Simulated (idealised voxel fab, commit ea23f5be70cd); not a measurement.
process module | voxel wiring stack
cross-section cut | 225 nm wide | cells 5 nm
A cross-section is a grid of square cells, given in bands from the top down. A band is one or more rows of cells.
Each band's line starts with the height of the band's top and of its bottom, in nm. Then come its materials from left to right, each with its width in nm. One material with "throughout" fills the band from edge to edge. "air" is empty space.
Height 0 is the level under which the wafer as received is all one material. The lowest band goes on downwards, as in "0 down".
A width such as "30 to 40" changes by the same amount from each row of cells to the next, from the band's top row to its bottom row.
"no change" after a step means that no cell of the cross-section changed.
closed voids: empty space of 8 cells or more with no open way to the top, each as width x height at its distance from the left edge, in nm
after a step's settings: what the simulator itself notes on the step
overlay nm, on a step with a mask: how far to the right of its planned place the mask lay; to the left if negative
Each pair below shows a cross-section before one step and the cross-section after it, down to the lowest band that changed. The line under each pair gives the step between them, with its settings. The pairs can come from different runs of this module on the same starting wafer, so a pair continues from the pair above only where its "before" says so.
before
  125 to 105: Ru throughout
  105 to 100: TiN throughout
  100 to 80: SiO2 75 | Ru 15 | SiO2 30 | Ru 15 | SiO2 90
  80 to 75: SiCN 75 | Ru 15 | SiCN 30 | Ru 15 | SiCN 90
  75 to 70: Cu throughout
  70 to 65: TiN 80 | Cu 15 | TiN 30 | Cu 15 | TiN 85
  65 to 55: lowk 75 | TiN 5 | Cu 15 | TiN 5 | lowk 20 | TiN 5 | Cu 15 | TiN 5 | lowk 80
  55 to 50: lowk 75 | TiN 5 | Cu 5 | TiN 15 | lowk 20 | TiN 25 | lowk 80
  50 to 35: lowk 75 | TiN 5 | Cu 5 | TiN 5 | lowk 135
  35 to 30: SiCN 75 | TiN 15 | SiCN 135
  30 to 15: SiO2 75 | TiN 5 | Ru 15 | TiN 5 | SiO2 20 | TiN 5 | Ru 15 | TiN 5 | SiO2 80
  15 to 10: SiCN 75 | TiN 25 | SiCN 20 | TiN 25 | SiCN 80
  10 to 0: SiO2 throughout
  0 down: Si throughout
  closed voids: none
after
  140 to 125: aC throughout
  below 125: unchanged
  closed voids: none
the step between: op DIRECTIONAL_DEP | material aC | thk nm 15
before: the cross-section after the pair above
after
  170 to 140: air 75 | resist 25 | air 20 | resist 25 | air 80
  below 140: unchanged
  closed voids: none
the step between: op PATTERN | tone cover | mask id METAL_3 | material resist | width nm 25 | pitch nm 45 | thk nm 30 | overlay nm 0
before: the cross-section after the pair above
after
  155 to 140: air 75 | resist 25 | air 20 | resist 25 | air 80
  140 to 125: air 75 | aC 25 | air 20 | aC 25 | air 80
  below 125: unchanged
  closed voids: none
the step between: op DIRECTIONAL_ETCH | etch materials aC | depth nm 15
before: the cross-section after the pair above
after
  140 to 125: air 75 | aC 25 | air 20 | aC 25 | air 80
  below 125: unchanged
  closed voids: none
the step between: op STRIP | etch materials resist
before: the cross-section after the pair above
after
  140 to 125: air 75 | aC 25 | air 20 | aC 25 | air 80
  125 to 105: air 75 | Ru 25 | air 20 | Ru 25 | air 80
  below 105: unchanged
  closed voids: none
the step between: op DIRECTIONAL_ETCH | etch materials Ru | depth nm 20
before: the cross-section after the pair above
after
  140 to 125: air 75 | aC 25 | air 20 | aC 25 | air 80
  125 to 105: air 75 | Ru 25 | air 20 | Ru 25 | air 80
  105 to 100: air 75 | TiN 25 | air 20 | TiN 25 | air 80
  below 100: unchanged
  closed voids: none
the step between: op DIRECTIONAL_ETCH | etch materials TiN | depth nm 5
before: the cross-section after the pair above
after
  125 to 105: air 75 | Ru 25 | air 20 | Ru 25 | air 80
  below 105: unchanged
  closed voids: none
the step between: op STRIP | etch materials aC
before: the cross-section after the pair above
after
  135 to 125: SiO2 throughout
  125 to 105: SiO2 75 | Ru 25 | SiO2 20 | Ru 25 | SiO2 80
  105 to 100: SiO2 75 | TiN 25 | SiO2 20 | TiN 25 | SiO2 80
  below 100: unchanged
  closed voids: none
the step between: op FILL_DEP | material SiO2 | thk nm 10
before: the cross-section after the pair above
after
  125 to 105: SiO2 75 | Ru 25 | SiO2 20 | Ru 25 | SiO2 80
  below 105: unchanged
  closed voids: none
the step between: op CMP | height nm 125
before: the cross-section after the pair above
after
  130 to 125: SiCN throughout
  below 125: unchanged
  closed voids: none
the step between: op CONFORMAL_DEP | material SiCN | thk nm 5
before
  75 to 45: lowk 75 | air 15 | lowk 135
  45 to 40: SiCN throughout
  40 to 15: SiO2 75 | TiN 5 | Ru 15 | TiN 5 | SiO2 20 | TiN 5 | Ru 15 | TiN 5 | SiO2 80
  15 to 10: SiCN 75 | TiN 25 | SiCN 20 | TiN 25 | SiCN 80
  10 to 0: SiO2 throughout
  0 down: Si throughout
  closed voids: none
after
  90 to 75: resist 75 | air 30 | resist 15 | air 30 | resist 75
  below 75: unchanged
  closed voids: none
the step between: op PATTERN | tone open | mask id METAL_2 | material resist | width nm 30 | pitch nm 45 | thk nm 15 | overlay nm 0
before: the cross-section after the pair above
after
  90 to 75: resist 75 | air 30 | resist 15 | air 30 | resist 75
  75 to 60: lowk 75 | air 30 | lowk 15 | air 30 | lowk 75
  below 60: unchanged
  closed voids: none
the step between: op DIRECTIONAL_ETCH | etch materials lowk | depth nm 15
before: the cross-section after the pair above
after
  90 to 75: resist 75 | air 30 | resist 15 | air 30 | resist 75
  75 to 60: lowk 75 | air 30 | lowk 15 | air 30 | lowk 75
  60 to 45: lowk 75 | air 15 | lowk 135
  45 to 40: SiCN 75 | air 15 | SiCN 135
  below 40: unchanged
  closed voids: none
the step between: op DIRECTIONAL_ETCH | etch materials SiCN | depth nm 5
before: the cross-section after the pair above
after
  75 to 60: lowk 75 | air 30 | lowk 15 | air 30 | lowk 75
  below 60: unchanged
  closed voids: none
the step between: op STRIP | etch materials resist
before: the cross-section after the pair above
after
  80 to 75: TiN 80 | air 20 | TiN 25 | air 20 | TiN 80
  75 to 65: lowk 75 | TiN 5 | air 20 | TiN 5 | lowk 15 | TiN 5 | air 20 | TiN 5 | lowk 75
  65 to 60: lowk 75 | TiN 5 | air 5 | TiN 20 | lowk 15 | TiN 30 | lowk 75
  60 to 45: lowk 75 | TiN 5 | air 5 | TiN 5 | lowk 135
  45 to 40: SiCN 75 | TiN 15 | SiCN 135
  below 40: unchanged
  closed voids: none
the step between: op CONFORMAL_DEP | material TiN | thk nm 5
before: the cross-section after the pair above
after
  85 to 80: Cu throughout
  80 to 75: TiN 80 | Cu 20 | TiN 25 | Cu 20 | TiN 80
  75 to 65: lowk 75 | TiN 5 | Cu 20 | TiN 5 | lowk 15 | TiN 5 | Cu 20 | TiN 5 | lowk 75
  65 to 60: lowk 75 | TiN 5 | Cu 5 | TiN 20 | lowk 15 | TiN 30 | lowk 75
  60 to 45: lowk 75 | TiN 5 | Cu 5 | TiN 5 | lowk 135
  below 45: unchanged
  closed voids: none
the step between: op FILL_DEP | material Cu | thk nm 5
before: the cross-section after the pair above
after
  75 to 65: lowk 75 | TiN 5 | Cu 20 | TiN 5 | lowk 15 | TiN 5 | Cu 20 | TiN 5 | lowk 75
  below 65: unchanged
  closed voids: none
the step between: op CMP | height nm 75
before: the cross-section after the pair above
after
  80 to 75: SiCN throughout
  below 75: unchanged
  closed voids: none
the step between: op CONFORMAL_DEP | material SiCN | thk nm 5
before: the cross-section after the pair above
after
  100 to 80: SiO2 throughout
  below 80: unchanged
  closed voids: none
the step between: op DIRECTIONAL_DEP | material SiO2 | thk nm 20
before: the cross-section after the pair above
after
  120 to 100: resist 75 | air 15 | resist 30 | air 15 | resist 90
  below 100: unchanged
  closed voids: none
the step between: op PATTERN | tone open | mask id PLUG_2 | material resist | width nm 15 | pitch nm 45 | thk nm 20 | overlay nm 0
before: the cross-section after the pair above
after
  120 to 100: resist 75 | air 15 | resist 30 | air 15 | resist 90
  100 to 80: SiO2 75 | air 15 | SiO2 30 | air 15 | SiO2 90
  below 80: unchanged
  closed voids: none
the step between: op DIRECTIONAL_ETCH | etch materials SiO2 | depth nm 20
before: the cross-section after the pair above
after
  120 to 100: resist 75 | air 15 | resist 30 | air 15 | resist 90
  100 to 80: SiO2 75 | air 15 | SiO2 30 | air 15 | SiO2 90
  80 to 75: SiCN 75 | air 15 | SiCN 30 | air 15 | SiCN 90
  below 75: unchanged
  closed voids: none
the step between: op DIRECTIONAL_ETCH | etch materials SiCN | depth nm 5
before: the cross-section after the pair above
after
  100 to 80: SiO2 75 | air 15 | SiO2 30 | air 15 | SiO2 90
  below 80: unchanged
  closed voids: none
the step between: op STRIP | etch materials resist
before: the cross-section after the pair above
after
  100 to 85: SiO2 75 | air 15 | SiO2 30 | air 15 | SiO2 90
  85 to 80: SiO2 75 | Ru 15 | SiO2 30 | Ru 15 | SiO2 90
  80 to 75: SiCN 75 | Ru 15 | SiCN 30 | Ru 15 | SiCN 90
  below 75: unchanged
  closed voids: none
the step between: op EPI | material Ru | thk nm 10
before: the cross-section after the pair above
after
  100 to 95: SiO2 75 | air 15 | SiO2 30 | air 15 | SiO2 90
  95 to 80: SiO2 75 | Ru 15 | SiO2 30 | Ru 15 | SiO2 90
  below 80: unchanged
  closed voids: none
the step between: op EPI | material Ru | thk nm 10
before: the cross-section after the pair above
after
  100 to 80: SiO2 75 | Ru 15 | SiO2 30 | Ru 15 | SiO2 90
  below 80: unchanged
  closed voids: none
the step between: op EPI | material Ru | thk nm 5
before: the cross-section after the pair above
after
  105 to 100: TiN throughout
  below 100: unchanged
  closed voids: none
the step between: op DIRECTIONAL_DEP | material TiN | thk nm 5
before: the cross-section after the pair above
after
  125 to 105: Ru throughout
  below 105: unchanged
  closed voids: none
the step between: op DIRECTIONAL_DEP | material Ru | thk nm 20
before: the cross-section after the pair above
after
  140 to 125: aC throughout
  below 125: unchanged
  closed voids: none
the step between: op DIRECTIONAL_DEP | material aC | thk nm 15
before: the cross-section after the pair above
after
  170 to 140: air 75 | resist 25 | air 20 | resist 25 | air 80
  below 140: unchanged
  closed voids: none
the step between: op PATTERN | tone cover | mask id METAL_3 | material resist | width nm 25 | pitch nm 45 | thk nm 30 | overlay nm 0
before: the cross-section after the pair above
after
  155 to 140: air 75 | resist 25 | air 20 | resist 25 | air 80
  140 to 125: air 75 | aC 25 | air 20 | aC 25 | air 80
  below 125: unchanged
  closed voids: none
the step between: op DIRECTIONAL_ETCH | etch materials aC | depth nm 15
before: the cross-section after the pair above
after
  140 to 125: air 75 | aC 25 | air 20 | aC 25 | air 80
  below 125: unchanged
  closed voids: none
the step between: op STRIP | etch materials resist
before: the cross-section after the pair above
after
  140 to 125: air 75 | aC 25 | air 20 | aC 25 | air 80
  125 to 105: air 75 | Ru 25 | air 20 | Ru 25 | air 80
  below 105: unchanged
  closed voids: none
the step between: op DIRECTIONAL_ETCH | etch materials Ru | depth nm 20
before: the cross-section after the pair above
after
  140 to 125: air 75 | aC 25 | air 20 | aC 25 | air 80
  125 to 105: air 75 | Ru 25 | air 20 | Ru 25 | air 80
  105 to 100: air 75 | TiN 25 | air 20 | TiN 25 | air 80
  below 100: unchanged
  closed voids: none
the step between: op DIRECTIONAL_ETCH | etch materials TiN | depth nm 5
before: the cross-section after the pair above
after
  125 to 105: air 75 | Ru 25 | air 20 | Ru 25 | air 80
  below 105: unchanged
  closed voids: none
the step between: op STRIP | etch materials aC
before: the cross-section after the pair above
after
  135 to 125: SiO2 throughout
  125 to 105: SiO2 75 | Ru 25 | SiO2 20 | Ru 25 | SiO2 80
  105 to 100: SiO2 75 | TiN 25 | SiO2 20 | TiN 25 | SiO2 80
  below 100: unchanged
  closed voids: none
the step between: op FILL_DEP | material SiO2 | thk nm 10
before: the cross-section after the pair above
after
  125 to 105: SiO2 75 | Ru 25 | SiO2 20 | Ru 25 | SiO2 80
  below 105: unchanged
  closed voids: none
the step between: op CMP | height nm 125
before: the cross-section after the pair above
after
  130 to 125: SiCN throughout
  below 125: unchanged
  closed voids: none
the step between: op CONFORMAL_DEP | material SiCN | thk nm 5
before
  40 to 15: SiO2 throughout
  15 to 10: SiCN throughout
  10 to 0: SiO2 throughout
  0 down: Si throughout
  closed voids: none
after
  40 to 15: SiO2 80 | air 25 | SiO2 20 | air 25 | SiO2 75
  below 15: unchanged
  closed voids: none
the step between: op MASKED_ETCH | tone open | mask id METAL_1 | width nm 25 | pitch nm 45 | etch materials SiO2 | depth nm 25 | overlay nm 5
before: the cross-section after the pair above
after
  40 to 15: SiO2 80 | air 25 | SiO2 20 | air 25 | SiO2 75
  15 to 10: SiCN 80 | air 20 | SiCN 25 | air 20 | SiCN 80
  below 10: unchanged
  closed voids: none
the step between: op MASKED_ETCH | tone open | mask id METAL_1 | width nm 25 | pitch nm 45 | etch materials SiCN | depth nm 5 | overlay nm 0
before: the cross-section after the pair above
after
  45 to 40: TiN 85 | air 15 | TiN 30 | air 15 | TiN 80
  40 to 20: SiO2 80 | TiN 5 | air 15 | TiN 5 | SiO2 20 | TiN 5 | air 15 | TiN 5 | SiO2 75
  20 to 15: SiO2 80 | TiN 5 | air 10 | TiN 10 | SiO2 20 | TiN 5 | air 10 | TiN 10 | SiO2 75
  15 to 10: SiCN 80 | TiN 20 | SiCN 25 | TiN 20 | SiCN 80
  below 10: unchanged
  closed voids: none
the step between: op CONFORMAL_DEP | material TiN | thk nm 5
before: the cross-section after the pair above
after
  50 to 45: Ru throughout
  45 to 40: TiN 85 | Ru 15 | TiN 30 | Ru 15 | TiN 80
  40 to 20: SiO2 80 | TiN 5 | Ru 15 | TiN 5 | SiO2 20 | TiN 5 | Ru 15 | TiN 5 | SiO2 75
  20 to 15: SiO2 80 | TiN 5 | Ru 10 | TiN 10 | SiO2 20 | TiN 5 | Ru 10 | TiN 10 | SiO2 75
  below 15: unchanged
  closed voids: none
the step between: op FILL_DEP | material Ru | thk nm 5
before: the cross-section after the pair above
after
  40 to 20: SiO2 80 | TiN 5 | Ru 15 | TiN 5 | SiO2 20 | TiN 5 | Ru 15 | TiN 5 | SiO2 75
  below 20: unchanged
  closed voids: none
the step between: op CMP | height nm 40
before: the cross-section after the pair above
after
  45 to 40: SiCN throughout
  below 40: unchanged
  closed voids: none
the step between: op CONFORMAL_DEP | material SiCN | thk nm 5
before: the cross-section after the pair above
after
  75 to 45: lowk throughout
  below 45: unchanged
  closed voids: none
the step between: op DIRECTIONAL_DEP | material lowk | thk nm 30
before: the cross-section after the pair above
after
  95 to 75: resist 75 | air 15 | resist 135
  below 75: unchanged
  closed voids: none
the step between: op PATTERN | tone open | mask id METAL_2_HOLES | material resist | width nm 15 | thk nm 20 | overlay nm 0
before: the cross-section after the pair above
after
  95 to 75: resist 75 | air 15 | resist 135
  75 to 45: lowk 75 | air 15 | lowk 135
  below 45: unchanged
  closed voids: none
the step between: op DIRECTIONAL_ETCH | etch materials lowk | depth nm 30
before: the cross-section after the pair above
after
  75 to 45: lowk 75 | air 15 | lowk 135
  below 45: unchanged
  closed voids: none
the step between: op STRIP | etch materials resist
before: the cross-section after the pair above
after
  90 to 75: resist 75 | air 25 | resist 20 | air 25 | resist 80
  below 75: unchanged
  closed voids: none
the step between: op PATTERN | tone open | mask id METAL_2 | material resist | width nm 25 | pitch nm 45 | thk nm 15 | overlay nm 0
before: the cross-section after the pair above
after
  90 to 75: resist 75 | air 25 | resist 20 | air 25 | resist 80
  75 to 60: lowk 75 | air 25 | lowk 20 | air 25 | lowk 80
  below 60: unchanged
  closed voids: none
the step between: op DIRECTIONAL_ETCH | etch materials lowk | depth nm 15
before: the cross-section after the pair above
after
  90 to 75: resist 75 | air 25 | resist 20 | air 25 | resist 80
  75 to 60: lowk 75 | air 25 | lowk 20 | air 25 | lowk 80
  60 to 45: lowk 75 | air 15 | lowk 135
  45 to 40: SiCN 75 | air 15 | SiCN 135
  below 40: unchanged
  closed voids: none
the step between: op DIRECTIONAL_ETCH | etch materials SiCN | depth nm 5
before: the cross-section after the pair above
after
  75 to 60: lowk 75 | air 25 | lowk 20 | air 25 | lowk 80
  below 60: unchanged
  closed voids: none
the step between: op STRIP | etch materials resist
before: the cross-section after the pair above
after
  80 to 75: TiN 80 | air 15 | TiN 30 | air 15 | TiN 85
  75 to 65: lowk 75 | TiN 5 | air 15 | TiN 5 | lowk 20 | TiN 5 | air 15 | TiN 5 | lowk 80
  65 to 60: lowk 75 | TiN 5 | air 5 | TiN 15 | lowk 20 | TiN 25 | lowk 80
  60 to 45: lowk 75 | TiN 5 | air 5 | TiN 5 | lowk 135
  45 to 40: SiCN 75 | TiN 15 | SiCN 135
  below 40: unchanged
  closed voids: none
the step between: op CONFORMAL_DEP | material TiN | thk nm 5
before: the cross-section after the pair above
after
  85 to 80: Cu throughout
  80 to 75: TiN 80 | Cu 15 | TiN 30 | Cu 15 | TiN 85
  75 to 65: lowk 75 | TiN 5 | Cu 15 | TiN 5 | lowk 20 | TiN 5 | Cu 15 | TiN 5 | lowk 80
  65 to 60: lowk 75 | TiN 5 | Cu 5 | TiN 15 | lowk 20 | TiN 25 | lowk 80
  60 to 45: lowk 75 | TiN 5 | Cu 5 | TiN 5 | lowk 135
  below 45: unchanged
  closed voids: none
the step between: op FILL_DEP | material Cu | thk nm 5
before: the cross-section after the pair above
after
  75 to 65: lowk 75 | TiN 5 | Cu 15 | TiN 5 | lowk 20 | TiN 5 | Cu 15 | TiN 5 | lowk 80
  below 65: unchanged
  closed voids: none
the step between: op CMP | height nm 75
before: the cross-section after the pair above
after
  80 to 75: SiCN throughout
  below 75: unchanged
  closed voids: none
the step between: op CONFORMAL_DEP | material SiCN | thk nm 5
before: the cross-section after the pair above
after
  100 to 80: SiO2 throughout
  below 80: unchanged
  closed voids: none
the step between: op DIRECTIONAL_DEP | material SiO2 | thk nm 20
before: the cross-section after the pair above
after
  120 to 100: resist 75 | air 15 | resist 30 | air 15 | resist 90
  below 100: unchanged
  closed voids: none
the step between: op PATTERN | tone open | mask id PLUG_2 | material resist | width nm 15 | pitch nm 45 | thk nm 20 | overlay nm 0
before: the cross-section after the pair above
after
  120 to 100: resist 75 | air 15 | resist 30 | air 15 | resist 90
  100 to 80: SiO2 75 | air 15 | SiO2 30 | air 15 | SiO2 90
  below 80: unchanged
  closed voids: none
the step between: op DIRECTIONAL_ETCH | etch materials SiO2 | depth nm 20
before: the cross-section after the pair above
after
  120 to 100: resist 75 | air 15 | resist 30 | air 15 | resist 90
  100 to 80: SiO2 75 | air 15 | SiO2 30 | air 15 | SiO2 90
  80 to 75: SiCN 75 | air 15 | SiCN 30 | air 15 | SiCN 90
  below 75: unchanged
  closed voids: none
the step between: op DIRECTIONAL_ETCH | etch materials SiCN | depth nm 5
before: the cross-section after the pair above
after
  100 to 80: SiO2 75 | air 15 | SiO2 30 | air 15 | SiO2 90
  below 80: unchanged
  closed voids: none
the step between: op STRIP | etch materials resist
before: the cross-section after the pair above
after
  100 to 85: SiO2 75 | air 15 | SiO2 30 | air 15 | SiO2 90
  85 to 80: SiO2 75 | Ru 15 | SiO2 30 | Ru 15 | SiO2 90
  80 to 75: SiCN 75 | Ru 15 | SiCN 30 | Ru 15 | SiCN 90
  below 75: unchanged
  closed voids: none
the step between: op EPI | material Ru | thk nm 10
before: the cross-section after the pair above
after
  100 to 95: SiO2 75 | air 15 | SiO2 30 | air 15 | SiO2 90
  95 to 80: SiO2 75 | Ru 15 | SiO2 30 | Ru 15 | SiO2 90
  below 80: unchanged
  closed voids: none
the step between: op EPI | material Ru | thk nm 10
before: the cross-section after the pair above
after
  100 to 80: SiO2 75 | Ru 15 | SiO2 30 | Ru 15 | SiO2 90
  below 80: unchanged
  closed voids: none
the step between: op EPI | material Ru | thk nm 5
before: the cross-section after the pair above
after
  105 to 100: TiN throughout
  below 100: unchanged
  closed voids: none
the step between: op DIRECTIONAL_DEP | material TiN | thk nm 5
before: the cross-section after the pair above
after
  125 to 105: Ru throughout
  below 105: unchanged
  closed voids: none
the step between: op DIRECTIONAL_DEP | material Ru | thk nm 20
before: the cross-section after the pair above
after
  140 to 125: aC throughout
  below 125: unchanged
  closed voids: none
the step between: op DIRECTIONAL_DEP | material aC | thk nm 15
before: the cross-section after the pair above
after
  170 to 140: air 75 | resist 25 | air 20 | resist 25 | air 80
  below 140: unchanged
  closed voids: none
the step between: op PATTERN | tone cover | mask id METAL_3 | material resist | width nm 25 | pitch nm 45 | thk nm 30 | overlay nm 0
before: the cross-section after the pair above
after
  155 to 140: air 75 | resist 25 | air 20 | resist 25 | air 80
  140 to 125: air 75 | aC 25 | air 20 | aC 25 | air 80
  below 125: unchanged
  closed voids: none
the step between: op DIRECTIONAL_ETCH | etch materials aC | depth nm 15
before: the cross-section after the pair above
after
  140 to 125: air 75 | aC 25 | air 20 | aC 25 | air 80
  below 125: unchanged
  closed voids: none
the step between: op STRIP | etch materials resist
before: the cross-section after the pair above
after
  140 to 125: air 75 | aC 25 | air 20 | aC 25 | air 80
  125 to 105: air 75 | Ru 25 | air 20 | Ru 25 | air 80
  below 105: unchanged
  closed voids: none
the step between: op DIRECTIONAL_ETCH | etch materials Ru | depth nm 20
before: the cross-section after the pair above
after
  140 to 125: air 75 | aC 25 | air 20 | aC 25 | air 80
  125 to 105: air 75 | Ru 25 | air 20 | Ru 25 | air 80
  105 to 100: air 75 | TiN 25 | air 20 | TiN 25 | air 80
  below 100: unchanged
  closed voids: none
the step between: op DIRECTIONAL_ETCH | etch materials TiN | depth nm 5
before: the cross-section after the pair above
after
  125 to 105: air 75 | Ru 25 | air 20 | Ru 25 | air 80
  below 105: unchanged
  closed voids: none
the step between: op STRIP | etch materials aC
before: the cross-section after the pair above
after
  135 to 125: SiO2 throughout
  125 to 105: SiO2 75 | Ru 25 | SiO2 20 | Ru 25 | SiO2 80
  105 to 100: SiO2 75 | TiN 25 | SiO2 20 | TiN 25 | SiO2 80
  below 100: unchanged
  closed voids: none
the step between: op FILL_DEP | material SiO2 | thk nm 10
before: the cross-section after the pair above
after
  125 to 105: SiO2 75 | Ru 25 | SiO2 20 | Ru 25 | SiO2 80
  below 105: unchanged
  closed voids: none
the step between: op CMP | height nm 125
before: the cross-section after the pair above
after
  130 to 125: SiCN throughout
  below 125: unchanged
  closed voids: none
the step between: op CONFORMAL_DEP | material SiCN | thk nm 5
before
  0 down: Si throughout
  closed voids: none
after
  10 to 0: SiCN throughout
  below 0: unchanged
  closed voids: none
the step between: op CONFORMAL_DEP | material SiCN | thk nm 10
before: the cross-section after the pair above
after
  15 to 0: SiCN throughout
  below 0: unchanged
  closed voids: none
the step between: op CONFORMAL_DEP | material SiCN | thk nm 5
before: the cross-section after the pair above
after
  40 to 15: SiO2 throughout
  below 15: unchanged
  closed voids: none
the step between: op DIRECTIONAL_DEP | material SiO2 | thk nm 25
before: the cross-section after the pair above
after
  40 to 15: SiO2 75 | air 25 | SiO2 20 | air 25 | SiO2 80
  below 15: unchanged
  closed voids: none
the step between: op MASKED_ETCH | tone open | mask id METAL_1 | width nm 25 | pitch nm 45 | etch materials SiO2 | depth nm 25 | overlay nm 0
before: the cross-section after the pair above
after
  40 to 15: SiO2 75 | air 25 | SiO2 20 | air 25 | SiO2 80
  15 to 10: SiCN 75 | air 25 | SiCN 20 | air 25 | SiCN 80
  below 10: unchanged
  closed voids: none
the step between: op MASKED_ETCH | tone open | mask id METAL_1 | width nm 25 | pitch nm 45 | etch materials SiCN | depth nm 5 | overlay nm 0
before: the cross-section after the pair above
after
  45 to 40: TiN 80 | air 15 | TiN 30 | air 15 | TiN 85
  40 to 15: SiO2 75 | TiN 5 | air 15 | TiN 5 | SiO2 20 | TiN 5 | air 15 | TiN 5 | SiO2 80
  15 to 10: SiCN 75 | TiN 25 | SiCN 20 | TiN 25 | SiCN 80
  below 10: unchanged
  closed voids: none
the step between: op CONFORMAL_DEP | material TiN | thk nm 5
before: the cross-section after the pair above
after
  50 to 45: Ru throughout
  45 to 40: TiN 80 | Ru 15 | TiN 30 | Ru 15 | TiN 85
  40 to 15: SiO2 75 | TiN 5 | Ru 15 | TiN 5 | SiO2 20 | TiN 5 | Ru 15 | TiN 5 | SiO2 80
  below 15: unchanged
  closed voids: none
the step between: op FILL_DEP | material Ru | thk nm 5
before: the cross-section after the pair above
after
  40 to 15: SiO2 75 | TiN 5 | Ru 15 | TiN 5 | SiO2 20 | TiN 5 | Ru 15 | TiN 5 | SiO2 80
  below 15: unchanged
  closed voids: none
the step between: op CMP | height nm 40
before: the cross-section after the pair above
after
  45 to 40: SiCN throughout
  below 40: unchanged
  closed voids: none
the step between: op CONFORMAL_DEP | material SiCN | thk nm 5
before: the cross-section after the pair above
after
  75 to 45: lowk throughout
  below 45: unchanged
  closed voids: none
the step between: op DIRECTIONAL_DEP | material lowk | thk nm 30
before: the cross-section after the pair above
after
  95 to 75: resist 75 | air 15 | resist 135
  below 75: unchanged
  closed voids: none
the step between: op PATTERN | tone open | mask id METAL_2_HOLES | material resist | width nm 15 | thk nm 20 | overlay nm 0
before: the cross-section after the pair above
after
  95 to 75: resist 75 | air 15 | resist 135
  75 to 45: lowk 75 | air 15 | lowk 135
  below 45: unchanged
  closed voids: none
the step between: op DIRECTIONAL_ETCH | etch materials lowk | depth nm 30
before: the cross-section after the pair above
after
  75 to 45: lowk 75 | air 15 | lowk 135
  below 45: unchanged
  closed voids: none
the step between: op STRIP | etch materials resist
before: the cross-section after the pair above
after
  90 to 75: resist 75 | air 25 | resist 20 | air 25 | resist 80
  below 75: unchanged
  closed voids: none
the step between: op PATTERN | tone open | mask id METAL_2 | material resist | width nm 25 | pitch nm 45 | thk nm 15 | overlay nm 0
before: the cross-section after the pair above
after
  90 to 75: resist 75 | air 25 | resist 20 | air 25 | resist 80
  75 to 60: lowk 75 | air 25 | lowk 20 | air 25 | lowk 80
  below 60: unchanged
  closed voids: none
the step between: op DIRECTIONAL_ETCH | etch materials lowk | depth nm 15
before: the cross-section after the pair above
after
  90 to 75: resist 75 | air 25 | resist 20 | air 25 | resist 80
  75 to 60: lowk 75 | air 25 | lowk 20 | air 25 | lowk 80
  60 to 45: lowk 75 | air 15 | lowk 135
  45 to 40: SiCN 75 | air 15 | SiCN 135
  below 40: unchanged
  closed voids: none
the step between: op DIRECTIONAL_ETCH | etch materials SiCN | depth nm 5
before: the cross-section after the pair above
after
  75 to 60: lowk 75 | air 25 | lowk 20 | air 25 | lowk 80
  below 60: unchanged
  closed voids: none
the step between: op STRIP | etch materials resist
before: the cross-section after the pair above
after
  80 to 75: TiN 80 | air 15 | TiN 30 | air 15 | TiN 85
  75 to 65: lowk 75 | TiN 5 | air 15 | TiN 5 | lowk 20 | TiN 5 | air 15 | TiN 5 | lowk 80
  65 to 60: lowk 75 | TiN 5 | air 5 | TiN 15 | lowk 20 | TiN 25 | lowk 80
  60 to 45: lowk 75 | TiN 5 | air 5 | TiN 5 | lowk 135
  45 to 40: SiCN 75 | TiN 15 | SiCN 135
  below 40: unchanged
  closed voids: none
the step between: op CONFORMAL_DEP | material TiN | thk nm 5
before: the cross-section after the pair above
after
  85 to 80: Cu throughout
  80 to 75: TiN 80 | Cu 15 | TiN 30 | Cu 15 | TiN 85
  75 to 65: lowk 75 | TiN 5 | Cu 15 | TiN 5 | lowk 20 | TiN 5 | Cu 15 | TiN 5 | lowk 80
  65 to 60: lowk 75 | TiN 5 | Cu 5 | TiN 15 | lowk 20 | TiN 25 | lowk 80
  60 to 45: lowk 75 | TiN 5 | Cu 5 | TiN 5 | lowk 135
  below 45: unchanged
  closed voids: none
the step between: op FILL_DEP | material Cu | thk nm 5
before: the cross-section after the pair above
after
  75 to 65: lowk 75 | TiN 5 | Cu 15 | TiN 5 | lowk 20 | TiN 5 | Cu 15 | TiN 5 | lowk 80
  below 65: unchanged
  closed voids: none
the step between: op CMP | height nm 75
before: the cross-section after the pair above
after
  80 to 75: SiCN throughout
  below 75: unchanged
  closed voids: none
the step between: op CONFORMAL_DEP | material SiCN | thk nm 5
before: the cross-section after the pair above
after
  100 to 80: SiO2 throughout
  below 80: unchanged
  closed voids: none
the step between: op DIRECTIONAL_DEP | material SiO2 | thk nm 20
before: the cross-section after the pair above
after
  120 to 100: resist 75 | air 15 | resist 30 | air 15 | resist 90
  below 100: unchanged
  closed voids: none
the step between: op PATTERN | tone open | mask id PLUG_2 | material resist | width nm 15 | pitch nm 45 | thk nm 20 | overlay nm 0
before: the cross-section after the pair above
after
  120 to 100: resist 75 | air 15 | resist 30 | air 15 | resist 90
  100 to 80: SiO2 75 | air 15 | SiO2 30 | air 15 | SiO2 90
  below 80: unchanged
  closed voids: none
the step between: op DIRECTIONAL_ETCH | etch materials SiO2 | depth nm 20
before: the cross-section after the pair above
after
  120 to 100: resist 75 | air 15 | resist 30 | air 15 | resist 90
  100 to 80: SiO2 75 | air 15 | SiO2 30 | air 15 | SiO2 90
  80 to 75: SiCN 75 | air 15 | SiCN 30 | air 15 | SiCN 90
  below 75: unchanged
  closed voids: none
the step between: op DIRECTIONAL_ETCH | etch materials SiCN | depth nm 5
before: the cross-section after the pair above
after
  100 to 80: SiO2 75 | air 15 | SiO2 30 | air 15 | SiO2 90
  below 80: unchanged
  closed voids: none
the step between: op STRIP | etch materials resist
before: the cross-section after the pair above
after
  100 to 85: SiO2 75 | air 15 | SiO2 30 | air 15 | SiO2 90
  85 to 80: SiO2 75 | Ru 15 | SiO2 30 | Ru 15 | SiO2 90
  80 to 75: SiCN 75 | Ru 15 | SiCN 30 | Ru 15 | SiCN 90
  below 75: unchanged
  closed voids: none
the step between: op EPI | material Ru | thk nm 10
before: the cross-section after the pair above
after
  100 to 95: SiO2 75 | air 15 | SiO2 30 | air 15 | SiO2 90
  95 to 80: SiO2 75 | Ru 15 | SiO2 30 | Ru 15 | SiO2 90
  below 80: unchanged
  closed voids: none
the step between: op EPI | material Ru | thk nm 10
before: the cross-section after the pair above
after
  100 to 80: SiO2 75 | Ru 15 | SiO2 30 | Ru 15 | SiO2 90
  below 80: unchanged
  closed voids: none
the step between: op EPI | material Ru | thk nm 5
before: the cross-section after the pair above
after
  105 to 100: TiN throughout
  below 100: unchanged
  closed voids: none
the step between: op DIRECTIONAL_DEP | material TiN | thk nm 5
before: the cross-section after the pair above
after
  125 to 105: Ru throughout
  below 105: unchanged
  closed voids: none
the step between: op DIRECTIONAL_DEP | material Ru | thk nm 20
before: the cross-section after the pair above
after
  140 to 125: aC throughout
  below 125: unchanged
  closed voids: none
the step between: op DIRECTIONAL_DEP | material aC | thk nm 15
